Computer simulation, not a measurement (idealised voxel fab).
Process module under the name voxel gate over fins
The cross-section on display is named cut; it measures 235 nm wide, and its cells are 5 nm squares.
Bands, listed from the top down, are how a cross-section gets written in this document; the cross-section itself is a grid of square cells, and a band is one or more rows of them.
Band: top height; bottom height; in nm. Then, left to right: material with width in nm, for each material. "everywhere": a single material spanning edge to edge. "empty": empty space.
Where do heights start? At 0: under that level the wafer as delivered is made of one material only. And the lowest band has no floor; it just carries on downward, as in "top 0, no bottom".
Top row gets the first number, bottom row gets the second, and each row in between changes by the same step: that is how a band width like "30..40" works.
Where a step carries "nothing changed", the cross-section came out of it unchanged, cell for cell.
What "Voids, sealed" gives you is every empty space of 8 cells or more that is cut off from the top. Each appears as width x height at distance, with the distance taken from the left edge and width, height and distance all in nm.
Past the settings on a step's line: simulator remark, on that step.
A step's line can hold "overlay nm"; with a mask on that step, the setting says how far right of the planned place the mask lay, while a negative setting says it lay to the left.

**So here's the lineup of process steps we planned**
1,RECEIVE | material Si
2,CONFORMAL_DEP | material SiN | thk nm 5
3,PATTERN | tone cover | mask id FINS | material resist | width nm 15 | pitch nm 35 | thk nm 15 | overlay nm 0
4,DIRECTIONAL_ETCH | etch materials SiN | depth nm 5
5,DIRECTIONAL_ETCH | etch materials Si | depth nm 35
6,STRIP | etch materials resist
7,FILL_DEP | material SiO2 | thk nm 15
8,CMP | height nm 5
9,SELECTIVE_ETCH | etch materials SiO2 | depth nm 15
10,STRIP | etch materials SiN
11,CONFORMAL_DEP | material HfO2 | thk nm 5
12,CONFORMAL_DEP | material TiN | thk nm 5
13,CONFORMAL_DEP | material TiAl | thk nm 5
14,CONFORMAL_DEP | material TiN | thk nm 5
15,FILL_DEP | material W | thk nm 15
16,CMP | height nm 30
17,CONFORMAL_DEP | material SiCN | thk nm 5

**The first of two wafers, run as planned**

**This is the cross-section of the wafer as we received it, i.e. after step 1**
> top 0, no bottom  Si everywhere
> Voids, sealed: none

**Presented here is a cross-section of the wafer after step 2 has been performed**
> top 5, bottom 0  SiN everywhere
> Everything under 0 stays put, no change at all.

**Presented here is a cross-section of the wafer after step 3 has been performed**
> top 20, bottom 5  90 nm empty / 15 nm resist / 20 nm empty / 15 nm resist / 95 nm empty
> Everything under 5 stays put, no change at all.

**Presented here is a cross-section of the wafer after step 4 has been performed**
> top 20, bottom 5  90 nm empty / 15 nm resist / 20 nm empty / 15 nm resist / 95 nm empty
> top 5, bottom 0  90 nm empty / 15 nm SiN / 20 nm empty / 15 nm SiN / 95 nm empty
> Everything under 0 stays put, no change at all.

**Presented here is a cross-section of the wafer after step 5 has been performed**
> top 20, bottom 5  90 nm empty / 15 nm resist / 20 nm empty / 15 nm resist / 95 nm empty
> top 5, bottom 0  90 nm empty / 15 nm SiN / 20 nm empty / 15 nm SiN / 95 nm empty
> top 0, bottom -35  90 nm empty / 15 nm Si / 20 nm empty / 15 nm Si / 95 nm empty
> Everything under -35 stays put, no change at all.

**Presented here is a cross-section of the wafer after step 6 has been performed**
> top 5, bottom 0  90 nm empty / 15 nm SiN / 20 nm empty / 15 nm SiN / 95 nm empty
> Everything under 0 stays put, no change at all.

**Presented here is a cross-section of the wafer after step 7 has been performed**
> top 20, bottom 5  SiO2 everywhere
> top 5, bottom 0  90 nm SiO2 / 15 nm SiN / 20 nm SiO2 / 15 nm SiN / 95 nm SiO2
> top 0, bottom -35  90 nm SiO2 / 15 nm Si / 20 nm SiO2 / 15 nm Si / 95 nm SiO2
> Everything under -35 stays put, no change at all.

**Presented here is a cross-section of the wafer after step 8 has been performed**
> top 5, bottom 0  90 nm SiO2 / 15 nm SiN / 20 nm SiO2 / 15 nm SiN / 95 nm SiO2
> Everything under 0 stays put, no change at all.

**Presented here is a cross-section of the wafer after step 9 has been performed**
> top 5, bottom 0  90 nm empty / 15 nm SiN / 20 nm empty / 15 nm SiN / 95 nm empty
> top 0, bottom -10  90 nm empty / 15 nm Si / 20 nm empty / 15 nm Si / 95 nm empty
> Everything under -10 stays put, no change at all.

**Presented here is a cross-section of the wafer after step 10 has been performed**
> top 0, bottom -10  90 nm empty / 15 nm Si / 20 nm empty / 15 nm Si / 95 nm empty
> Everything under -10 stays put, no change at all.

**Presented here is a cross-section of the wafer after step 11 has been performed**
> top 5, bottom 0  85 nm empty / 25 nm HfO2 / 10 nm empty / 25 nm HfO2 / 90 nm empty
> top 0, bottom -5  85 nm empty / 5 nm HfO2 / 15 nm Si / 5 nm HfO2 / 10 nm empty / 5 nm HfO2 / 15 nm Si / 5 nm HfO2 / 90 nm empty
> top -5, bottom -10  90 nm HfO2 / 15 nm Si / 20 nm HfO2 / 15 nm Si / 95 nm HfO2
> Everything under -10 stays put, no change at all.

**Presented here is a cross-section of the wafer after step 12 has been performed**
> top 10, bottom 5  80 nm empty / 70 nm TiN / 85 nm empty
> top 5, bottom 0  80 nm empty / 5 nm TiN / 25 nm HfO2 / 10 nm TiN / 25 nm HfO2 / 5 nm TiN / 85 nm empty
> top 0, bottom -5  85 nm TiN / 5 nm HfO2 / 15 nm Si / 5 nm HfO2 / 10 nm TiN / 5 nm HfO2 / 15 nm Si / 5 nm HfO2 / 90 nm TiN
> Everything under -5 stays put, no change at all.

**Presented here is a cross-section of the wafer after step 13 has been performed**
> top 15, bottom 10  75 nm empty / 80 nm TiAl / 80 nm empty
> top 10, bottom 5  75 nm empty / 5 nm TiAl / 70 nm TiN / 5 nm TiAl / 80 nm empty
> top 5, bottom 0  80 nm TiAl / 5 nm TiN / 25 nm HfO2 / 10 nm TiN / 25 nm HfO2 / 5 nm TiN / 85 nm TiAl
> Everything under 0 stays put, no change at all.

**Presented here is a cross-section of the wafer after step 14 has been performed**
> top 20, bottom 15  70 nm empty / 90 nm TiN / 75 nm empty
> top 15, bottom 10  70 nm empty / 5 nm TiN / 80 nm TiAl / 5 nm TiN / 75 nm empty
> top 10, bottom 5  75 nm TiN / 5 nm TiAl / 70 nm TiN / 5 nm TiAl / 80 nm TiN
> Everything under 5 stays put, no change at all.

**Presented here is a cross-section of the wafer after step 15 has been performed**
> top 35, bottom 20  W everywhere
> top 20, bottom 15  70 nm W / 90 nm TiN / 75 nm W
> top 15, bottom 10  70 nm W / 5 nm TiN / 80 nm TiAl / 5 nm TiN / 75 nm W
> Everything under 10 stays put, no change at all.

**Presented here is a cross-section of the wafer after step 16 has been performed**
> top 30, bottom 20  W everywhere
> Everything under 20 stays put, no change at all.

**Presented here is a cross-section of the wafer after step 17 has been performed**
> top 35, bottom 30  SiCN everywhere
> Everything under 30 stays put, no change at all.

**Notes, second wafer: start = first wafer's, plan = first wafer's, execution had one mistake; history identical to first through step 8**

**Cross-section of the second wafer at the time by which step 9 should have been completed according to the plan**
> top 5, bottom 0  90 nm SiO2 / 15 nm empty / 20 nm SiO2 / 15 nm empty / 95 nm SiO2
> Everything under 0 stays put, no change at all.

**Cross-section of the second wafer at the time by which step 10 should have been completed according to the plan**
> top 0, bottom -10  90 nm empty / 15 nm Si / 20 nm empty / 15 nm Si / 95 nm empty
> top -10, bottom -15  75 nm SiO2 / 15 nm empty / 15 nm Si / 20 nm empty / 15 nm Si / 15 nm empty / 80 nm SiO2
> Everything under -15 stays put, no change at all.

**Cross-section of the second wafer at the time by which step 11 should have been completed according to the plan**
> top 5, bottom 0  85 nm empty / 25 nm HfO2 / 10 nm empty / 25 nm HfO2 / 90 nm empty
> top 0, bottom -5  85 nm empty / 5 nm HfO2 / 15 nm Si / 5 nm HfO2 / 10 nm empty / 5 nm HfO2 / 15 nm Si / 5 nm HfO2 / 90 nm empty
> top -5, bottom -10  80 nm HfO2 / 5 nm empty / 5 nm HfO2 / 15 nm Si / 5 nm HfO2 / 10 nm empty / 5 nm HfO2 / 15 nm Si / 5 nm HfO2 / 5 nm empty / 85 nm HfO2
> top -10, bottom -15  75 nm SiO2 / 15 nm HfO2 / 15 nm Si / 20 nm HfO2 / 15 nm Si / 15 nm HfO2 / 80 nm SiO2
> Everything under -15 stays put, no change at all.

**Cross-section of the second wafer at the time by which step 12 should have been completed according to the plan**
> top 10, bottom 5  80 nm empty / 70 nm TiN / 85 nm empty
> top 5, bottom 0  80 nm empty / 5 nm TiN / 25 nm HfO2 / 10 nm TiN / 25 nm HfO2 / 5 nm TiN / 85 nm empty
> top 0, bottom -5  85 nm TiN / 5 nm HfO2 / 15 nm Si / 5 nm HfO2 / 10 nm TiN / 5 nm HfO2 / 15 nm Si / 5 nm HfO2 / 90 nm TiN
> top -5, bottom -10  80 nm HfO2 / 5 nm TiN / 5 nm HfO2 / 15 nm Si / 5 nm HfO2 / 10 nm TiN / 5 nm HfO2 / 15 nm Si / 5 nm HfO2 / 5 nm TiN / 85 nm HfO2
> Everything under -10 stays put, no change at all.

**Cross-section of the second wafer at the time by which step 13 should have been completed according to the plan**
> top 15, bottom 10  75 nm empty / 80 nm TiAl / 80 nm empty
> top 10, bottom 5  75 nm empty / 5 nm TiAl / 70 nm TiN / 5 nm TiAl / 80 nm empty
> top 5, bottom 0  80 nm TiAl / 5 nm TiN / 25 nm HfO2 / 10 nm TiN / 25 nm HfO2 / 5 nm TiN / 85 nm TiAl
> Everything under 0 stays put, no change at all.

**Cross-section of the second wafer at the time by which step 14 should have been completed according to the plan**
> top 20, bottom 15  70 nm empty / 90 nm TiN / 75 nm empty
> top 15, bottom 10  70 nm empty / 5 nm TiN / 80 nm TiAl / 5 nm TiN / 75 nm empty
> top 10, bottom 5  75 nm TiN / 5 nm TiAl / 70 nm TiN / 5 nm TiAl / 80 nm TiN
> Everything under 5 stays put, no change at all.

**Cross-section of the second wafer at the time by which step 15 should have been completed according to the plan**
> top 35, bottom 20  W everywhere
> top 20, bottom 15  70 nm W / 90 nm TiN / 75 nm W
> top 15, bottom 10  70 nm W / 5 nm TiN / 80 nm TiAl / 5 nm TiN / 75 nm W
> Everything under 10 stays put, no change at all.

**Cross-section of the second wafer at the time by which step 16 should have been completed according to the plan**
> top 30, bottom 20  W everywhere
> Everything under 20 stays put, no change at all.

**Cross-section of the second wafer at the time by which step 17 should have been completed according to the plan**
> top 35, bottom 30  SiCN everywhere
> Everything under 30 stays put, no change at all.
What was done differently from what was planned? steps 9 and 10 of the plan were each performed in the slot designated for the other
Once processing is complete, comparing cell counts shows that the second wafer has more or fewer of certain materials than the first: HfO2 +6 | SiO2 -10 | TiN +4
